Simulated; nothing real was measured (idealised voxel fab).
voxel transistor to metal: a process module
Square cells of 5 nm make up the cross-section cut, whose width is 245 nm.
Reading order for cross-sections: top band down to bottom band. Underlying form: a grid of square cells. Band size: one or more rows of cells. Heights first: top, then bottom, in nm. Then materials, left to right, each with a width in nm. "edge to edge" on a single material: fills the band edge to edge. "blank": empty space. The reference from which all heights are counted is 0, the level beneath which the as-received wafer is entirely one material; the lowest band, having no lower bound, proceeds downward and is written after the example "0 down". It should be noted that a width expressed as "30..40" varies in equal increments from row to row of cells within the band, taking the value of the first number at the top row and that of the second number at the bottom row. A step reported as "no modification" is a step in which no cell of the cross-section changed. The entry "Enclosed void listing" lists the empty spaces that cover at least 8 cells and have no open path to the top. Each is written as width x height at distance, where the distance is measured from the left edge and all three values are in nm. Whatever follows a step's settings on its line is a remark the simulator itself makes about that step. overlay nm: right-of-plan distance of the mask on a masked step; negative values mean left-of-plan.

Intended process steps
1. RECEIVE | material Si
2. OXIDIZE | depth nm 5
3. CONFORMAL_DEP | material SiN | thk nm 10
4. MASKED_ETCH | tone cover | mask id ACTIVE | width nm 95 | pitch nm 115 | etch materials SiN | depth nm 10 | overlay nm 0
5. MASKED_ETCH | tone cover | mask id ACTIVE | width nm 95 | pitch nm 115 | etch materials SiO2 | depth nm 5 | overlay nm 0
6. MASKED_ETCH | tone cover | mask id ACTIVE | width nm 95 | pitch nm 115 | etch materials Si | depth nm 35 | overlay nm 0
7. OXIDIZE | depth nm 5
8. FILL_DEP | material SiO2 | thk nm 10
9. CMP | height nm 10
10. SELECTIVE_ETCH | etch materials SiO2 | depth nm 10
11. STRIP | etch materials SiN
12. SELECTIVE_ETCH | etch materials SiO2 | depth nm 5
13. OXIDIZE | depth nm 5
14. DIRECTIONAL_DEP | material polySi | thk nm 30
15. DIRECTIONAL_DEP | material SiCN | thk nm 15
16. MASKED_ETCH | tone cover | mask id GATE | width nm 25 | pitch nm 115 | etch materials SiCN | depth nm 25 | overlay nm 0
17. MASKED_ETCH | tone cover | mask id GATE | width nm 25 | pitch nm 115 | etch materials polySi | depth nm 40 | overlay nm 0
18. CONFORMAL_DEP | material SiN | thk nm 10
19. DIRECTIONAL_ETCH | etch materials SiN | depth nm 10
20. DIRECTIONAL_ETCH | etch materials SiO2 | depth nm 5
21. DIRECTIONAL_ETCH | etch materials Si | depth nm 10
22. EPI | material SiGe | thk nm 10
23. FILL_DEP | material SiO2 | thk nm 5
24. CMP | height nm 25
25. STRIP | etch materials polySi
26. SELECTIVE_ETCH | etch materials SiO2 | depth nm 5
27. CONFORMAL_DEP | material HfO2 | thk nm 5
28. CONFORMAL_DEP | material TiN | thk nm 5
29. FILL_DEP | material W | thk nm 10
30. CMP | height nm 20
31. DIRECTIONAL_DEP | material SiO2 | thk nm 15
32. DIRECTIONAL_DEP | material aC | thk nm 10
33. PATTERN | tone open | mask id CONTACT | material resist | width nm 15 | thk nm 30 | overlay nm 0
34. DIRECTIONAL_ETCH | etch materials aC | depth nm 10
35. STRIP | etch materials resist
36. DIRECTIONAL_ETCH | etch materials SiO2 | depth nm 45
37. STRIP | etch materials aC
38. CONFORMAL_DEP | material TiN | thk nm 5
39. FILL_DEP | material W | thk nm 5
40. CMP | height nm 35
41. CONFORMAL_DEP | material SiCN | thk nm 5
42. DIRECTIONAL_DEP | material lowk | thk nm 25
43. DIRECTIONAL_DEP | material aC | thk nm 15
44. PATTERN | tone open | mask id METAL_1 | material resist | width nm 15 | thk nm 35 | overlay nm 0
45. DIRECTIONAL_ETCH | etch materials aC | depth nm 15
46. STRIP | etch materials resist
47. DIRECTIONAL_ETCH | etch materials lowk | depth nm 25
48. DIRECTIONAL_ETCH | etch materials SiCN | depth nm 5
49. STRIP | etch materials aC
50. CONFORMAL_DEP | material TiN | thk nm 5
51. FILL_DEP | material Cu | thk nm 10
52. CMP | height nm 65
53. CONFORMAL_DEP | material SiCN | thk nm 5
54. DIRECTIONAL_DEP | material SiO2 | thk nm 25
55. DIRECTIONAL_DEP | material aC | thk nm 10
56. PATTERN | tone open | mask id METAL_2 | material resist | width nm 15 | pitch nm 115 | thk nm 25 | overlay nm 0
57. DIRECTIONAL_ETCH | etch materials aC | depth nm 10
58. STRIP | etch materials resist
59. DIRECTIONAL_ETCH | etch materials SiO2 | depth nm 15
60. STRIP | etch materials aC
61. DIRECTIONAL_DEP | material aC | thk nm 15
62. PATTERN | tone open | mask id METAL_2_HOLES | material resist | width nm 15 | pitch nm 115 | thk nm 35 | overlay nm 0
63. DIRECTIONAL_ETCH | etch materials aC | depth nm 15
64. STRIP | etch materials resist
65. DIRECTIONAL_ETCH | etch materials SiO2 | depth nm 10
66. DIRECTIONAL_ETCH | etch materials SiCN | depth nm 5
67. STRIP | etch materials aC
68. CONFORMAL_DEP | material TiN | thk nm 5
69. FILL_DEP | material Cu | thk nm 10
70. CMP | height nm 95
71. CONFORMAL_DEP | material SiN | thk nm 5

Incoming wafer, cross-sectional view, post step 1
0 down  Si edge to edge
Enclosed void listing: none

Here's the cross-section of the first of our two wafers at the end of the module - it ran as planned
100 to 95  SiN edge to edge
95 to 70  SiO2 (20); TiN (5); Cu (5); TiN (5); SiO2 (100); TiN (5); Cu (5); TiN (5); SiO2 (95)
70 to 65  SiCN (20); TiN (15); SiCN (100); TiN (15); SiCN (95)
65 to 40  lowk (20); TiN (5); Cu (5); TiN (5); lowk (55); TiN (5); Cu (5); TiN (5); lowk (30); TiN (5); Cu (5); TiN (5); lowk (55); TiN (5); Cu (5); TiN (5); lowk (25)
40 to 35  SiCN (20); TiN (15); SiCN (55); TiN (15); SiCN (30); TiN (15); SiCN (55); TiN (15); SiCN (25)
35 to 20  SiO2 (20); TiN (5); W (5); TiN (5); SiO2 (55); TiN (5); W (5); TiN (5); SiO2 (30); TiN (5); W (5); TiN (5); SiO2 (55); TiN (5); W (5); TiN (5); SiO2 (25)
20 to 5  SiO2 (20); TiN (5); W (5); TiN (5); SiO2 (5); SiN (10); HfO2 (5); TiN (5); W (5); TiN (5); HfO2 (5); SiN (10); SiO2 (5); TiN (5); W (5); TiN (5); SiO2 (30); TiN (5); W (5); TiN (5); SiO2 (5); SiN (10); HfO2 (5); TiN (5); W (5); TiN (5); HfO2 (5); SiN (10); SiO2 (5); TiN (5); W (5); TiN (5); SiO2 (25)
5 to 0  SiO2 (20); TiN (15); SiO2 (5); SiN (10); HfO2 (5); TiN (5); W (5); TiN (5); HfO2 (5); SiN (10); SiO2 (5); TiN (15); SiO2 (30); TiN (15); SiO2 (5); SiN (10); HfO2 (5); TiN (5); W (5); TiN (5); HfO2 (5); SiN (10); SiO2 (5); TiN (15); SiO2 (25)
0 to -5  SiO2 (20); TiN (10); SiGe (10); SiN (10); HfO2 (5); TiN (15); HfO2 (5); SiN (10); SiGe (10); TiN (10); SiO2 (30); TiN (10); SiGe (10); SiN (10); HfO2 (5); TiN (15); HfO2 (5); SiN (10); SiGe (10); TiN (10); SiO2 (25)
-5 to -10  SiO2 (20); TiN (10); SiGe (10); SiO2 (5); HfO2 (35); SiO2 (5); SiGe (10); TiN (10); SiO2 (30); TiN (10); SiGe (10); SiO2 (5); HfO2 (35); SiO2 (5); SiGe (10); TiN (10); SiO2 (25)
-10 to -20  SiO2 (20); SiGe (20); Si (45); SiGe (20); SiO2 (30); SiGe (20); Si (45); SiGe (20); SiO2 (25)
-20 to -45  SiO2 (20); Si (85); SiO2 (30); Si (85); SiO2 (25)
-45 down  Si edge to edge
Enclosed void listing: none

Cross-section, wafer two of two, end of module: same start and plan as wafer one, one error in execution
100 to 95  SiN edge to edge
95 to 70  SiO2 (20); TiN (5); Cu (5); TiN (5); SiO2 (100); TiN (5); Cu (5); TiN (5); SiO2 (95)
70 to 65  SiCN (20); TiN (15); SiCN (100); TiN (15); SiCN (95)
65 to 40  lowk (20); TiN (5); Cu (5); TiN (5); lowk (55); TiN (5); Cu (5); TiN (5); lowk (30); TiN (5); Cu (5); TiN (5); lowk (55); TiN (5); Cu (5); TiN (5); lowk (25)
40 to 35  SiCN (20); TiN (15); SiCN (55); TiN (15); SiCN (30); TiN (15); SiCN (55); TiN (15); SiCN (25)
35 to 20  SiO2 (20); TiN (5); W (5); TiN (5); SiO2 (55); TiN (5); W (5); TiN (5); SiO2 (30); TiN (5); W (5); TiN (5); SiO2 (55); TiN (5); W (5); TiN (5); SiO2 (25)
20 to 5  SiO2 (20); TiN (5); W (5); TiN (5); SiO2 (5); SiN (10); TiN (5); HfO2 (5); W (5); HfO2 (5); TiN (5); SiN (10); SiO2 (5); TiN (5); W (5); TiN (5); SiO2 (30); TiN (5); W (5); TiN (5); SiO2 (5); SiN (10); TiN (5); HfO2 (5); W (5); HfO2 (5); TiN (5); SiN (10); SiO2 (5); TiN (5); W (5); TiN (5); SiO2 (25)
5 to 0  SiO2 (20); TiN (15); SiO2 (5); SiN (10); TiN (5); HfO2 (5); W (5); HfO2 (5); TiN (5); SiN (10); SiO2 (5); TiN (15); SiO2 (30); TiN (15); SiO2 (5); SiN (10); TiN (5); HfO2 (5); W (5); HfO2 (5); TiN (5); SiN (10); SiO2 (5); TiN (15); SiO2 (25)
0 to -5  SiO2 (20); TiN (10); SiGe (10); SiN (10); TiN (5); HfO2 (15); TiN (5); SiN (10); SiGe (10); TiN (10); SiO2 (30); TiN (10); SiGe (10); SiN (10); TiN (5); HfO2 (15); TiN (5); SiN (10); SiGe (10); TiN (10); SiO2 (25)
-5 to -10  SiO2 (20); TiN (10); SiGe (10); SiO2 (5); TiN (35); SiO2 (5); SiGe (10); TiN (10); SiO2 (30); TiN (10); SiGe (10); SiO2 (5); TiN (35); SiO2 (5); SiGe (10); TiN (10); SiO2 (25)
-10 to -20  SiO2 (20); SiGe (20); Si (45); SiGe (20); SiO2 (30); SiGe (20); Si (45); SiGe (20); SiO2 (25)
-20 to -45  SiO2 (20); Si (85); SiO2 (30); Si (85); SiO2 (25)
-45 down  Si edge to edge
Enclosed void listing: none
Deviation from plan: sequence error: steps 27 and 28 interchanged
Final tally in cells, some materials are higher or lower on the second wafer than on the first: HfO2: 12 fewer, TiN: 12 more
